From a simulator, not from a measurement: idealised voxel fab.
Module name: voxel transistor to metal (process module)
The cross-section on display is named cut; it measures 165 nm wide, and its cells are 5 nm squares.
Heads up, the way a cross-section reads in here is a grid of square cells, handed over as bands from the top down, with every band being one or more rows of cells. Within each band entry, the heights of the top and of the bottom of the band appear first, in that order and in nm; the materials of the band then follow from left to right, each with its corresponding width in nm. The designation "all across" on a single material indicates that it fills the band from edge to edge; the designation "blank" indicates empty space. A quick word on heights: they are counted from 0, and under that level the wafer as it came to us is one material throughout. The lowest band is different from the rest in having no bottom; it simply continues downward, written as in "z 0 and below". A width such as "30..40" changes by the same amount from each row of cells to the next, from the band's top row to its bottom row. "no modifications" for a step: no cell of the cross-section changed in that step. Each empty space that has no open way to the top and spans at least 8 cells appears under "Closed voids list" as width x height at distance, the distance counted from the left edge, all in nm. What comes after the settings on a step's line is commentary from the simulator itself on that step. What "overlay nm" on a step's line means: if the step has a mask, that mask lay this far to the right of its planned place, or, when the value is negative, to the left.
Below is the list of planned process steps:
1,RECEIVE,material Si
2,CONFORMAL_DEP,material SiO2,thk nm 5
3,CONFORMAL_DEP,material SiN,thk nm 10
4,DIRECTIONAL_DEP,material aC,thk nm 15
5,PATTERN,tone cover,mask id ACTIVE,material resist,width nm 95,thk nm 30,overlay nm 0
6,DIRECTIONAL_ETCH,etch materials aC,depth nm 15
7,STRIP,etch materials resist
8,DIRECTIONAL_ETCH,etch materials SiN,depth nm 10
9,DIRECTIONAL_ETCH,etch materials SiO2,depth nm 5
10,DIRECTIONAL_ETCH,etch materials Si,depth nm 20
11,STRIP,etch materials aC
12,OXIDIZE,depth nm 5
13,FILL_DEP,material SiO2,thk nm 15
14,CMP,height nm 15
15,SELECTIVE_ETCH,etch materials SiO2,depth nm 5
16,STRIP,etch materials SiN
17,SELECTIVE_ETCH,etch materials SiO2,depth nm 5
18,OXIDIZE,depth nm 5
19,DIRECTIONAL_DEP,material polySi,thk nm 20
20,DIRECTIONAL_DEP,material SiCN,thk nm 15
21,PATTERN,tone cover,mask id GATE,material resist,width nm 15,thk nm 20,overlay nm 0
22,DIRECTIONAL_ETCH,etch materials SiCN,depth nm 25
23,DIRECTIONAL_ETCH,etch materials polySi,depth nm 30
24,STRIP,etch materials resist
25,CONFORMAL_DEP,material SiN,thk nm 5
26,DIRECTIONAL_ETCH,etch materials SiN,depth nm 5
27,DIRECTIONAL_ETCH,etch materials SiO2,depth nm 5
28,EPI,material SiGe,thk nm 5
29,FILL_DEP,material SiO2,thk nm 10
30,CMP,height nm 35
31,DIRECTIONAL_DEP,material SiO2,thk nm 10
32,PATTERN,tone open,mask id CONTACT,material resist,width nm 20,pitch nm 65,thk nm 15,overlay nm 0
33,DIRECTIONAL_ETCH,etch materials SiO2,depth nm 45
34,STRIP,etch materials resist
35,CONFORMAL_DEP,material TiN,thk nm 5
36,FILL_DEP,material Ru,thk nm 5
37,CMP,height nm 45
38,DIRECTIONAL_DEP,material TiN,thk nm 5
39,DIRECTIONAL_DEP,material Ru,thk nm 20
40,MASKED_ETCH,tone cover,mask id METAL_1,width nm 20,pitch nm 65,etch materials Ru,depth nm 20,overlay nm 0
41,MASKED_ETCH,tone cover,mask id METAL_1,width nm 20,pitch nm 65,etch materials TiN,depth nm 5,overlay nm 0
42,FILL_DEP,material SiO2,thk nm 10
43,CMP,height nm 70
44,CONFORMAL_DEP,material SiN,thk nm 5
Incoming wafer in cross-section (state: after step 1):
- z 0 and below | Si all across
- Closed voids list: none
First of two wafers: cross-section at end of module, run per plan:
- z 75 to 70 | SiN all across
- z 70 to 50 | SiO2=40  Ru=20  SiO2=45  Ru=20  SiO2=40
- z 50 to 45 | SiO2=40  TiN=20  SiO2=45  TiN=20  SiO2=40
- z 45 to 35 | SiO2=40  TiN=5  Ru=10  TiN=5  SiO2=45  TiN=5  Ru=10  TiN=5  SiO2=40
- z 35 to 20 | SiO2=40  TiN=5  Ru=10  TiN=5  SiO2=10  SiN=5  SiCN=15  SiN=5  SiO2=10  TiN=5  Ru=10  TiN=5  SiO2=40
- z 20 to 5 | SiO2=40  TiN=5  Ru=10  TiN=5  SiO2=10  SiN=5  polySi=15  SiN=5  SiO2=10  TiN=5  Ru=10  TiN=5  SiO2=40
- z 5 to 0 | SiO2=30  SiN=5  SiO2=5  TiN=20  SiO2=10  SiN=5  polySi=15  SiN=5  SiO2=10  TiN=20  SiO2=5  SiN=5  SiO2=30
- z 0 to -5 | SiO2=35  SiGe=35  SiO2=25  SiGe=35  SiO2=35
- z -5 to -25 | SiO2=40  Si=85  SiO2=40
- z -25 and below | Si all across
- Closed voids list: none
Cross-section, second wafer: same start as the first, same plan as the first, one mistake in running it; taken at the end of the module:
- z 75 to 70 | polySi all across
- z 70 to 50 | SiO2=40  Ru=20  SiO2=45  Ru=20  SiO2=40
- z 50 to 45 | SiO2=40  TiN=20  SiO2=45  TiN=20  SiO2=40
- z 45 to 35 | SiO2=40  TiN=5  Ru=10  TiN=5  SiO2=45  TiN=5  Ru=10  TiN=5  SiO2=40
- z 35 to 20 | SiO2=40  TiN=5  Ru=10  TiN=5  SiO2=10  SiN=5  SiCN=15  SiN=5  SiO2=10  TiN=5  Ru=10  TiN=5  SiO2=40
- z 20 to 5 | SiO2=40  TiN=5  Ru=10  TiN=5  SiO2=10  SiN=5  polySi=15  SiN=5  SiO2=10  TiN=5  Ru=10  TiN=5  SiO2=40
- z 5 to 0 | SiO2=30  SiN=5  SiO2=5  TiN=20  SiO2=10  SiN=5  polySi=15  SiN=5  SiO2=10  TiN=20  SiO2=5  SiN=5  SiO2=30
- z 0 to -5 | SiO2=35  SiGe=35  SiO2=25  SiGe=35  SiO2=35
- z -5 to -25 | SiO2=40  Si=85  SiO2=40
- z -25 and below | Si all across
- Closed voids list: none
The plan and the run diverged here: step 44 was not run as planned; what actually ran was CONFORMAL_DEP,material polySi,thk nm 5
Final comparison by cell count, materials where the second wafer has more or fewer than the first: -33 SiN | +33 polySi
